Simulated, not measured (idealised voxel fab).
process module | voxel self aligned contacts
cross-section cut | 235 nm wide | cells 5 nm
A cross-section is a grid of square cells, given in bands from the top down. A band is one or more rows of cells.
Each band's line starts with the height of the band's top and of its bottom, in nm. Then come its materials from left to right, each with its width in nm. One material with "throughout" fills the band from edge to edge. "air" is empty space.
Height 0 is the level under which the wafer as received is all one material. The lowest band goes on downwards, as in "0 down".
A width such as "30 to 40" changes by the same amount from each row of cells to the next, from the band's top row to its bottom row.
"no change" after a step means that no cell of the cross-section changed.
closed voids: empty space of 8 cells or more with no open way to the top, each as width x height at its distance from the left edge, in nm
after a step's settings: what the simulator itself notes on the step
overlay nm, on a step with a mask: how far to the right of its planned place the mask lay; to the left if negative
plan
1 op RECEIVE | material Si
2 op CONFORMAL_DEP | material SiO2 | thk nm 5
3 op DIRECTIONAL_DEP | material polySi | thk nm 20
4 op DIRECTIONAL_DEP | material SiN | thk nm 20
5 op DIRECTIONAL_DEP | material aC | thk nm 10
6 op PATTERN | tone cover | mask id GATE | material resist | width nm 35 | pitch nm 75 | thk nm 25 | overlay nm 0
7 op DIRECTIONAL_ETCH | etch materials aC | depth nm 10
8 op STRIP | etch materials resist
9 op DIRECTIONAL_ETCH | etch materials SiN | depth nm 20
10 op DIRECTIONAL_ETCH | etch materials polySi | depth nm 20
11 op STRIP | etch materials aC
12 op CONFORMAL_DEP | material SiN | thk nm 10
13 op DIRECTIONAL_ETCH | etch materials SiN | depth nm 10
14 op FILL_DEP | material SiO2 | thk nm 20
15 op CMP | height nm 55
16 op PATTERN | tone open | mask id CONTACT | material resist | width nm 60 | pitch nm 75 | thk nm 15 | overlay nm 0
17 op DIRECTIONAL_ETCH | etch materials SiO2 | depth nm 55
18 op STRIP | etch materials resist
19 op CONFORMAL_DEP | material TiN | thk nm 5
20 op FILL_DEP | material W | thk nm 5
21 op CMP | height nm 55
22 op CONFORMAL_DEP | material SiN | thk nm 5
first wafer, as planned
as received, after step 1
  0 down: Si throughout
  closed voids: none
after step 2
  5 to 0: SiO2 throughout
  below 0: unchanged
after step 3
  25 to 5: polySi throughout
  below 5: unchanged
after step 4
  45 to 25: SiN throughout
  below 25: unchanged
after step 5
  55 to 45: aC throughout
  below 45: unchanged
after step 6
  80 to 55: air 25 | resist 35 | air 40 | resist 35 | air 40 | resist 35 | air 25
  below 55: unchanged
after step 7
  70 to 55: air 25 | resist 35 | air 40 | resist 35 | air 40 | resist 35 | air 25
  55 to 45: air 25 | aC 35 | air 40 | aC 35 | air 40 | aC 35 | air 25
  below 45: unchanged
after step 8
  55 to 45: air 25 | aC 35 | air 40 | aC 35 | air 40 | aC 35 | air 25
  below 45: unchanged
after step 9
  55 to 45: air 25 | aC 35 | air 40 | aC 35 | air 40 | aC 35 | air 25
  45 to 25: air 25 | SiN 35 | air 40 | SiN 35 | air 40 | SiN 35 | air 25
  below 25: unchanged
after step 10
  55 to 45: air 25 | aC 35 | air 40 | aC 35 | air 40 | aC 35 | air 25
  45 to 25: air 25 | SiN 35 | air 40 | SiN 35 | air 40 | SiN 35 | air 25
  25 to 5: air 25 | polySi 35 | air 40 | polySi 35 | air 40 | polySi 35 | air 25
  below 5: unchanged
after step 11
  45 to 25: air 25 | SiN 35 | air 40 | SiN 35 | air 40 | SiN 35 | air 25
  below 25: unchanged
after step 12
  55 to 25: air 15 | SiN 55 | air 20 | SiN 55 | air 20 | SiN 55 | air 15
  25 to 15: air 15 | SiN 10 | polySi 35 | SiN 10 | air 20 | SiN 10 | polySi 35 | SiN 10 | air 20 | SiN 10 | polySi 35 | SiN 10 | air 15
  15 to 5: SiN 25 | polySi 35 | SiN 40 | polySi 35 | SiN 40 | polySi 35 | SiN 25
  below 5: unchanged
after step 13
  45 to 25: air 15 | SiN 55 | air 20 | SiN 55 | air 20 | SiN 55 | air 15
  25 to 5: air 15 | SiN 10 | polySi 35 | SiN 10 | air 20 | SiN 10 | polySi 35 | SiN 10 | air 20 | SiN 10 | polySi 35 | SiN 10 | air 15
  below 5: unchanged
after step 14
  65 to 45: SiO2 throughout
  45 to 25: SiO2 15 | SiN 55 | SiO2 20 | SiN 55 | SiO2 20 | SiN 55 | SiO2 15
  25 to 5: SiO2 15 | SiN 10 | polySi 35 | SiN 10 | SiO2 20 | SiN 10 | polySi 35 | SiN 10 | SiO2 20 | SiN 10 | polySi 35 | SiN 10 | SiO2 15
  below 5: unchanged
after step 15
  55 to 45: SiO2 throughout
  below 45: unchanged
after step 16
  70 to 55: resist 50 | air 60 | resist 15 | air 60 | resist 50
  below 55: unchanged
after step 17
  70 to 55: resist 50 | air 60 | resist 15 | air 60 | resist 50
  55 to 45: SiO2 50 | air 60 | SiO2 15 | air 60 | SiO2 50
  45 to 25: SiO2 15 | SiN 55 | air 20 | SiN 55 | air 20 | SiN 55 | SiO2 15
  25 to 5: SiO2 15 | SiN 10 | polySi 35 | SiN 10 | air 20 | SiN 10 | polySi 35 | SiN 10 | air 20 | SiN 10 | polySi 35 | SiN 10 | SiO2 15
  5 to 0: SiO2 70 | air 20 | SiO2 55 | air 20 | SiO2 70
  below 0: unchanged
after step 18
  55 to 45: SiO2 50 | air 60 | SiO2 15 | air 60 | SiO2 50
  below 45: unchanged
after step 19
  60 to 55: TiN 55 | air 50 | TiN 25 | air 50 | TiN 55
  55 to 45: SiO2 50 | TiN 5 to 25 | air 50 to 10 | TiN 5 to 25 | SiO2 15 | TiN 5 to 25 | air 50 to 10 | TiN 5 to 25 | SiO2 50
  45 to 25: SiO2 15 | SiN 55 | TiN 5 | air 10 | TiN 5 | SiN 55 | TiN 5 | air 10 | TiN 5 | SiN 55 | SiO2 15
  25 to 5: SiO2 15 | SiN 10 | polySi 35 | SiN 10 | TiN 5 | air 10 | TiN 5 | SiN 10 | polySi 35 | SiN 10 | TiN 5 | air 10 | TiN 5 | SiN 10 | polySi 35 | SiN 10 | SiO2 15
  5 to 0: SiO2 70 | TiN 20 | SiO2 55 | TiN 20 | SiO2 70
  below 0: unchanged
after step 20
  65 to 60: W throughout
  60 to 55: TiN 55 | W 50 | TiN 25 | W 50 | TiN 55
  55 to 45: SiO2 50 | TiN 5 to 25 | W 50 to 10 | TiN 5 to 25 | SiO2 15 | TiN 5 to 25 | W 50 to 10 | TiN 5 to 25 | SiO2 50
  45 to 25: SiO2 15 | SiN 55 | TiN 5 | W 10 | TiN 5 | SiN 55 | TiN 5 | W 10 | TiN 5 | SiN 55 | SiO2 15
  25 to 5: SiO2 15 | SiN 10 | polySi 35 | SiN 10 | TiN 5 | W 10 | TiN 5 | SiN 10 | polySi 35 | SiN 10 | TiN 5 | W 10 | TiN 5 | SiN 10 | polySi 35 | SiN 10 | SiO2 15
  below 5: unchanged
after step 21
  55 to 45: SiO2 50 | TiN 5 to 25 | W 50 to 10 | TiN 5 to 25 | SiO2 15 | TiN 5 to 25 | W 50 to 10 | TiN 5 to 25 | SiO2 50
  below 45: unchanged
after step 22
  60 to 55: SiN throughout
  below 55: unchanged
second wafer: like start, like plan, one mistake. Through step 15 it matches the first wafer
when step 16 should have ended
  70 to 55: air 50 | resist 60 | air 15 | resist 60 | air 50
  below 55: unchanged
when step 17 should have ended
  70 to 55: air 50 | resist 60 | air 15 | resist 60 | air 50
  55 to 45: air 50 | SiO2 60 | air 15 | SiO2 60 | air 50
  45 to 25: air 15 | SiN 55 | SiO2 20 | SiN 55 | SiO2 20 | SiN 55 | air 15
  25 to 5: air 15 | SiN 10 | polySi 35 | SiN 10 | SiO2 20 | SiN 10 | polySi 35 | SiN 10 | SiO2 20 | SiN 10 | polySi 35 | SiN 10 | air 15
  5 to 0: air 15 | SiO2 205 | air 15
  below 0: unchanged
when step 18 should have ended
  55 to 45: air 50 | SiO2 60 | air 15 | SiO2 60 | air 50
  below 45: unchanged
when step 19 should have ended
  60 to 55: air 45 | TiN 70 | air 5 | TiN 70 | air 45
  55 to 50: air 45 | TiN 5 | SiO2 60 | TiN 5 | air 5 | TiN 5 | SiO2 60 | TiN 5 | air 45
  50 to 45: air 10 | TiN 40 | SiO2 60 | TiN 15 | SiO2 60 | TiN 40 | air 10
  45 to 25: air 10 | TiN 5 | SiN 55 | SiO2 20 | SiN 55 | SiO2 20 | SiN 55 | TiN 5 | air 10
  25 to 5: air 10 | TiN 5 | SiN 10 | polySi 35 | SiN 10 | SiO2 20 | SiN 10 | polySi 35 | SiN 10 | SiO2 20 | SiN 10 | polySi 35 | SiN 10 | TiN 5 | air 10
  5 to 0: TiN 15 | SiO2 205 | TiN 15
  below 0: unchanged
when step 20 should have ended
  65 to 60: W throughout
  60 to 55: W 45 | TiN 70 | W 5 | TiN 70 | W 45
  55 to 50: W 45 | TiN 5 | SiO2 60 | TiN 5 | W 5 | TiN 5 | SiO2 60 | TiN 5 | W 45
  50 to 45: W 10 | TiN 40 | SiO2 60 | TiN 15 | SiO2 60 | TiN 40 | W 10
  45 to 25: W 10 | TiN 5 | SiN 55 | SiO2 20 | SiN 55 | SiO2 20 | SiN 55 | TiN 5 | W 10
  25 to 5: W 10 | TiN 5 | SiN 10 | polySi 35 | SiN 10 | SiO2 20 | SiN 10 | polySi 35 | SiN 10 | SiO2 20 | SiN 10 | polySi 35 | SiN 10 | TiN 5 | W 10
  below 5: unchanged
when step 21 should have ended
  55 to 50: W 45 | TiN 5 | SiO2 60 | TiN 5 | W 5 | TiN 5 | SiO2 60 | TiN 5 | W 45
  below 50: unchanged
when step 22 should have ended
  60 to 55: SiN throughout
  below 55: unchanged
what went wrong: step 16 ran as: op PATTERN | tone cover | mask id CONTACT | material resist | width nm 60 | pitch nm 75 | thk nm 15 | overlay nm 0
at the end the second wafer has, in cells: 20 more of SiO2 | 19 fewer of TiN | 1 fewer of W
